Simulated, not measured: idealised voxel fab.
Process module name: voxel capacitor over wiring
Each square cell in cross-section cut measures 5 nm, and the section as a whole is 275 nm wide.
In this document a cross-section is written as a grid of square cells. It is given as a series of bands, listed from the top down, and a band is one or more rows of cells. Heights first: top, then bottom, in nm. Then materials, left to right, each with a width in nm. "all across" on a single material: fills the band edge to edge. "blank": empty space. The level at which height equals 0 is the one under which the wafer, as it arrives, is entirely one material. No lower edge exists for the bottom band, which continues downward and is notated as in "0 down". With a width like "30->40", each row of cells in the band differs from the next by the same amount, the top row carrying the first number and the bottom row the second. "nothing altered" for a step: no cell of the cross-section changed in that step. Listed in "Entrapped void list": every empty space of 8 or more cells without an open way to the top. Form: width x height at distance, the distance being from the left edge, all in nm. It should be noted that, on the line of a given step, the content following the step's settings is a remark produced by the simulator itself with respect to that step. overlay nm: right-of-plan distance of the mask on a masked step; negative values mean left-of-plan.
[Process steps - plan]
1) RECEIVE, material Si
2) CONFORMAL_DEP, material SiO2, thk nm 15
3) CONFORMAL_DEP, material SiCN, thk nm 5
4) DIRECTIONAL_DEP, material lowk, thk nm 25
5) PATTERN, tone open, mask id METAL_1, material resist, width nm 20, pitch nm 80, thk nm 15, overlay nm 0
6) DIRECTIONAL_ETCH, etch materials lowk, depth nm 25
7) DIRECTIONAL_ETCH, etch materials SiCN, depth nm 5
8) STRIP, etch materials resist
9) CONFORMAL_DEP, material TiN, thk nm 5
10) FILL_DEP, material W, thk nm 10
11) CMP, height nm 45
12) EPI, material Ru, thk nm 5
13) FILL_DEP, material SiCN, thk nm 5
14) DIRECTIONAL_DEP, material SiO2, thk nm 10
15) PATTERN, tone open, mask id PLUG_1, material resist, width nm 15, thk nm 15, overlay nm 0
16) DIRECTIONAL_ETCH, etch materials SiO2, depth nm 10
17) DIRECTIONAL_ETCH, etch materials SiCN, depth nm 5
18) STRIP, etch materials resist
19) CONFORMAL_DEP, material TiN, thk nm 5
20) FILL_DEP, material W, thk nm 5
21) CMP, height nm 65
22) DIRECTIONAL_DEP, material TiN, thk nm 5
23) DIRECTIONAL_DEP, material SiN, thk nm 5
24) DIRECTIONAL_DEP, material TiN, thk nm 10
25) DIRECTIONAL_DEP, material aC, thk nm 15
26) PATTERN, tone cover, mask id UPPER_PLATE, material resist, width nm 65, thk nm 30, overlay nm 0
27) DIRECTIONAL_ETCH, etch materials aC, depth nm 15
28) STRIP, etch materials resist
29) DIRECTIONAL_ETCH, etch materials TiN, depth nm 10
30) DIRECTIONAL_ETCH, etch materials SiN, depth nm 5
31) STRIP, etch materials aC
32) PATTERN, tone cover, mask id LOWER_PLATE, material resist, width nm 75, thk nm 15, overlay nm 0
33) DIRECTIONAL_ETCH, etch materials TiN, depth nm 5
34) STRIP, etch materials resist
35) FILL_DEP, material SiO2, thk nm 15
36) CMP, height nm 95
37) MASKED_ETCH, tone open, mask id PLUG_2, width nm 15, etch materials SiO2, depth nm 10, overlay nm 0
38) CONFORMAL_DEP, material TiN, thk nm 5
39) FILL_DEP, material Ru, thk nm 5
40) CMP, height nm 95
41) CONFORMAL_DEP, material SiN, thk nm 5
[Wafer cross-section on receipt, i.e. after step 1]
0 down  Si all across
Entrapped void list: none
[Cross-sectional view of the first of the two wafers upon completion of the module, processed in accordance with the plan]
100 to 95  SiN all across
95 to 90  100 of SiO2, 5 of TiN, 5 of Ru, 5 of TiN, 160 of SiO2
90 to 85  100 of SiO2, 15 of TiN, 160 of SiO2
85 to 75  90 of SiO2, 65 of TiN, 120 of SiO2
75 to 70  90 of SiO2, 65 of SiN, 120 of SiO2
70 to 65  85 of SiO2, 75 of TiN, 115 of SiO2
65 to 55  90 of SiO2, 5 of TiN, 5 of W, 5 of TiN, 170 of SiO2
55 to 50  90 of SiCN, 15 of TiN, 170 of SiCN
50 to 45  80 of SiCN, 30 of Ru, 50 of SiCN, 30 of Ru, 85 of SiCN
45 to 20  85 of lowk, 5 of TiN, 10 of W, 5 of TiN, 60 of lowk, 5 of TiN, 10 of W, 5 of TiN, 90 of lowk
20 to 15  85 of SiCN, 20 of TiN, 60 of SiCN, 20 of TiN, 90 of SiCN
15 to 0  SiO2 all across
0 down  Si all across
Entrapped void list: none
[Second wafer cross-section at end of module - shared start and plan with the first, one mistake in the run]
100 to 95  SiN all across
95 to 90  100 of SiO2, 5 of TiN, 5 of Ru, 5 of TiN, 160 of SiO2
90 to 85  100 of SiO2, 15 of TiN, 160 of SiO2
85 to 75  90 of SiO2, 65 of TiN, 120 of SiO2
75 to 70  90 of SiO2, 65 of SiN, 120 of SiO2
70 to 65  85 of SiO2, 75 of TiN, 115 of SiO2
65 to 55  90 of SiO2, 5 of TiN, 5 of W, 5 of TiN, 170 of SiO2
55 to 50  90 of SiCN, 15 of TiN, 170 of SiCN
50 to 45  85 of SiCN, 25 of Ru, 55 of SiCN, 25 of Ru, 85 of SiCN
45 to 20  90 of lowk, 5 of TiN, 5 of W, 5 of TiN, 65 of lowk, 5 of TiN, 5 of W, 5 of TiN, 90 of lowk
20 to 15  90 of SiCN, 15 of TiN, 65 of SiCN, 15 of TiN, 90 of SiCN
15 to 0  SiO2 all across
0 down  Si all across
Entrapped void list: none
Misprocessing identified: heads up, step 5 didn't go per plan, it actually ran as PATTERN, tone open, mask id METAL_1, material resist, width nm 15, pitch nm 80, thk nm 15, overlay nm 0
It is noted that, at the conclusion of processing, the second wafer exhibits a higher or lower cell count for certain materials relative to the first: Ru: 2 fewer; SiCN: 4 more; TiN: 2 fewer; W: 10 fewer; lowk: 10 more
